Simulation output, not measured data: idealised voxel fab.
process module | voxel capacitor over wiring
cross-section cut | 195 nm wide | cells 5 nm
A cross-section is a grid of square cells, given in bands from the top down. A band is one or more rows of cells.
Each band's line starts with the height of the band's top and of its bottom, in nm. Then come its materials from left to right, each with its width in nm. One material with "throughout" fills the band from edge to edge. "air" is empty space.
Height 0 is the level under which the wafer as received is all one material. The lowest band goes on downwards, as in "0 down".
A width such as "30 to 40" changes by the same amount from each row of cells to the next, from the band's top row to its bottom row.
"no change" after a step means that no cell of the cross-section changed.
closed voids: empty space of 8 cells or more with no open way to the top, each as width x height at its distance from the left edge, in nm
after a step's settings: what the simulator itself notes on the step
overlay nm, on a step with a mask: how far to the right of its planned place the mask lay; to the left if negative
plan
1 op RECEIVE | material Si
2 op CONFORMAL_DEP | material SiO2 | thk nm 10
3 op CONFORMAL_DEP | material SiCN | thk nm 5
4 op DIRECTIONAL_DEP | material SiO2 | thk nm 20
5 op PATTERN | tone open | mask id METAL_1 | material resist | width nm 30 | pitch nm 100 | thk nm 15 | overlay nm 0
6 op DIRECTIONAL_ETCH | etch materials SiO2 | depth nm 20
7 op DIRECTIONAL_ETCH | etch materials SiCN | depth nm 5
8 op STRIP | etch materials resist
9 op CONFORMAL_DEP | material TiN | thk nm 5
10 op FILL_DEP | material W | thk nm 5
11 op CMP | height nm 35
12 op EPI | material Ru | thk nm 5
13 op FILL_DEP | material SiCN | thk nm 5
14 op DIRECTIONAL_DEP | material lowk | thk nm 15
15 op PATTERN | tone open | mask id PLUG_1 | material resist | width nm 15 | thk nm 15 | overlay nm 0
16 op DIRECTIONAL_ETCH | etch materials lowk | depth nm 15
17 op DIRECTIONAL_ETCH | etch materials SiCN | depth nm 5
18 op STRIP | etch materials resist
19 op EPI | material Ru | thk nm 10
20 op EPI | material Ru | thk nm 10
21 op DIRECTIONAL_DEP | material TiN | thk nm 5
22 op DIRECTIONAL_DEP | material Al2O3 | thk nm 5
23 op DIRECTIONAL_DEP | material TiN | thk nm 10
24 op PATTERN | tone cover | mask id UPPER_PLATE | material resist | width nm 75 | thk nm 20 | overlay nm 0
25 op DIRECTIONAL_ETCH | etch materials TiN | depth nm 10
26 op DIRECTIONAL_ETCH | etch materials Al2O3 | depth nm 5
27 op STRIP | etch materials resist
28 op PATTERN | tone cover | mask id LOWER_PLATE | material resist | width nm 85 | thk nm 15 | overlay nm 0
29 op DIRECTIONAL_ETCH | etch materials TiN | depth nm 5
30 op STRIP | etch materials resist
31 op FILL_DEP | material SiO2 | thk nm 20
32 op CMP | height nm 95
33 op DIRECTIONAL_DEP | material aC | thk nm 15
34 op PATTERN | tone open | mask id PLUG_2 | material resist | width nm 15 | thk nm 30 | overlay nm 0
35 op DIRECTIONAL_ETCH | etch materials aC | depth nm 15
36 op STRIP | etch materials resist
37 op DIRECTIONAL_ETCH | etch materials SiO2 | depth nm 15
38 op STRIP | etch materials aC
39 op CONFORMAL_DEP | material TiN | thk nm 5
40 op FILL_DEP | material Cu | thk nm 10
41 op CMP | height nm 95
42 op CONFORMAL_DEP | material SiCN | thk nm 5
first wafer, as planned
as received, after step 1
  0 down: Si throughout
  closed voids: none
after step 2
  10 to 0: SiO2 throughout
  below 0: unchanged
after step 3
  15 to 10: SiCN throughout
  below 10: unchanged
after step 4
  35 to 15: SiO2 throughout
  below 15: unchanged
after step 5
  50 to 35: resist 30 | air 30 | resist 70 | air 30 | resist 35
  below 35: unchanged
after step 6
  50 to 35: resist 30 | air 30 | resist 70 | air 30 | resist 35
  35 to 15: SiO2 30 | air 30 | SiO2 70 | air 30 | SiO2 35
  below 15: unchanged
after step 7
  50 to 35: resist 30 | air 30 | resist 70 | air 30 | resist 35
  35 to 15: SiO2 30 | air 30 | SiO2 70 | air 30 | SiO2 35
  15 to 10: SiCN 30 | air 30 | SiCN 70 | air 30 | SiCN 35
  below 10: unchanged
after step 8
  35 to 15: SiO2 30 | air 30 | SiO2 70 | air 30 | SiO2 35
  below 15: unchanged
after step 9
  40 to 35: TiN 35 | air 20 | TiN 80 | air 20 | TiN 40
  35 to 15: SiO2 30 | TiN 5 | air 20 | TiN 5 | SiO2 70 | TiN 5 | air 20 | TiN 5 | SiO2 35
  15 to 10: SiCN 30 | TiN 30 | SiCN 70 | TiN 30 | SiCN 35
  below 10: unchanged
after step 10
  45 to 40: W throughout
  40 to 35: TiN 35 | W 20 | TiN 80 | W 20 | TiN 40
  35 to 15: SiO2 30 | TiN 5 | W 20 | TiN 5 | SiO2 70 | TiN 5 | W 20 | TiN 5 | SiO2 35
  below 15: unchanged
after step 11
  35 to 15: SiO2 30 | TiN 5 | W 20 | TiN 5 | SiO2 70 | TiN 5 | W 20 | TiN 5 | SiO2 35
  below 15: unchanged
after step 12
  40 to 35: air 25 | Ru 40 | air 60 | Ru 40 | air 30
  below 35: unchanged
after step 13
  45 to 40: SiCN throughout
  40 to 35: SiCN 25 | Ru 40 | SiCN 60 | Ru 40 | SiCN 30
  below 35: unchanged
after step 14
  60 to 45: lowk throughout
  below 45: unchanged
after step 15
  75 to 60: resist 45 | air 15 | resist 135
  below 60: unchanged
after step 16
  75 to 60: resist 45 | air 15 | resist 135
  60 to 45: lowk 45 | air 15 | lowk 135
  below 45: unchanged
after step 17
  75 to 60: resist 45 | air 15 | resist 135
  60 to 45: lowk 45 | air 15 | lowk 135
  45 to 40: SiCN 45 | air 15 | SiCN 135
  below 40: unchanged
after step 18
  60 to 45: lowk 45 | air 15 | lowk 135
  below 45: unchanged
after step 19
  60 to 50: lowk 45 | air 15 | lowk 135
  50 to 45: lowk 45 | Ru 15 | lowk 135
  45 to 40: SiCN 45 | Ru 15 | SiCN 135
  below 40: unchanged
after step 20
  60 to 45: lowk 45 | Ru 15 | lowk 135
  below 45: unchanged
after step 21
  65 to 60: TiN throughout
  below 60: unchanged
after step 22
  70 to 65: Al2O3 throughout
  below 65: unchanged
after step 23
  80 to 70: TiN throughout
  below 70: unchanged
after step 24
  100 to 80: air 45 | resist 75 | air 75
  below 80: unchanged
after step 25
  100 to 80: air 45 | resist 75 | air 75
  80 to 70: air 45 | TiN 75 | air 75
  below 70: unchanged
after step 26
  100 to 80: air 45 | resist 75 | air 75
  80 to 70: air 45 | TiN 75 | air 75
  70 to 65: air 45 | Al2O3 75 | air 75
  below 65: unchanged
after step 27
  80 to 70: air 45 | TiN 75 | air 75
  below 70: unchanged
after step 28
  95 to 80: air 40 | resist 85 | air 70
  80 to 70: air 40 | resist 5 | TiN 75 | resist 5 | air 70
  70 to 65: air 40 | resist 5 | Al2O3 75 | resist 5 | air 70
  below 65: unchanged
after step 29
  95 to 80: air 40 | resist 85 | air 70
  80 to 70: air 40 | resist 5 | TiN 75 | resist 5 | air 70
  70 to 65: air 40 | resist 5 | Al2O3 75 | resist 5 | air 70
  65 to 60: air 40 | TiN 85 | air 70
  below 60: unchanged
after step 30
  80 to 70: air 45 | TiN 75 | air 75
  70 to 65: air 45 | Al2O3 75 | air 75
  below 65: unchanged
after step 31
  100 to 80: SiO2 throughout
  80 to 70: SiO2 45 | TiN 75 | SiO2 75
  70 to 65: SiO2 45 | Al2O3 75 | SiO2 75
  65 to 60: SiO2 40 | TiN 85 | SiO2 70
  below 60: unchanged
after step 32
  95 to 80: SiO2 throughout
  below 80: unchanged
after step 33
  110 to 95: aC throughout
  below 95: unchanged
after step 34
  140 to 110: resist 55 | air 15 | resist 125
  below 110: unchanged
after step 35
  125 to 110: resist 55 | air 15 | resist 125
  110 to 95: aC 55 | air 15 | aC 125
  below 95: unchanged
after step 36
  110 to 95: aC 55 | air 15 | aC 125
  below 95: unchanged
after step 37
  110 to 95: aC 55 | air 15 | aC 125
  95 to 80: SiO2 55 | air 15 | SiO2 125
  below 80: unchanged
after step 38
  95 to 80: SiO2 55 | air 15 | SiO2 125
  below 80: unchanged
after step 39
  100 to 95: TiN 60 | air 5 | TiN 130
  95 to 85: SiO2 55 | TiN 5 | air 5 | TiN 5 | SiO2 125
  85 to 80: SiO2 55 | TiN 15 | SiO2 125
  below 80: unchanged
after step 40
  110 to 100: Cu throughout
  100 to 95: TiN 60 | Cu 5 | TiN 130
  95 to 85: SiO2 55 | TiN 5 | Cu 5 | TiN 5 | SiO2 125
  below 85: unchanged
after step 41
  95 to 85: SiO2 55 | TiN 5 | Cu 5 | TiN 5 | SiO2 125
  below 85: unchanged
after step 42
  100 to 95: SiCN throughout
  below 95: unchanged
second wafer: like start, like plan, one mistake. Through step 33 it matches the first wafer
when step 34 should have ended
  140 to 110: resist 50 | air 15 | resist 130
  below 110: unchanged
when step 35 should have ended
  125 to 110: resist 50 | air 15 | resist 130
  110 to 95: aC 50 | air 15 | aC 130
  below 95: unchanged
when step 36 should have ended
  110 to 95: aC 50 | air 15 | aC 130
  below 95: unchanged
when step 37 should have ended
  110 to 95: aC 50 | air 15 | aC 130
  95 to 80: SiO2 50 | air 15 | SiO2 130
  below 80: unchanged
when step 38 should have ended
  95 to 80: SiO2 50 | air 15 | SiO2 130
  below 80: unchanged
when step 39 should have ended
  100 to 95: TiN 55 | air 5 | TiN 135
  95 to 85: SiO2 50 | TiN 5 | air 5 | TiN 5 | SiO2 130
  85 to 80: SiO2 50 | TiN 15 | SiO2 130
  below 80: unchanged
when step 40 should have ended
  110 to 100: Cu throughout
  100 to 95: TiN 55 | Cu 5 | TiN 135
  95 to 85: SiO2 50 | TiN 5 | Cu 5 | TiN 5 | SiO2 130
  below 85: unchanged
when step 41 should have ended
  95 to 85: SiO2 50 | TiN 5 | Cu 5 | TiN 5 | SiO2 130
  below 85: unchanged
when step 42 should have ended
  100 to 95: SiCN throughout
  below 95: unchanged
what went wrong: step 34 ran as: op PATTERN | tone open | mask id PLUG_2 | material resist | width nm 15 | thk nm 30 | overlay nm -5
at the end the second wafer has, in cells: as many of each material as the first, in other places
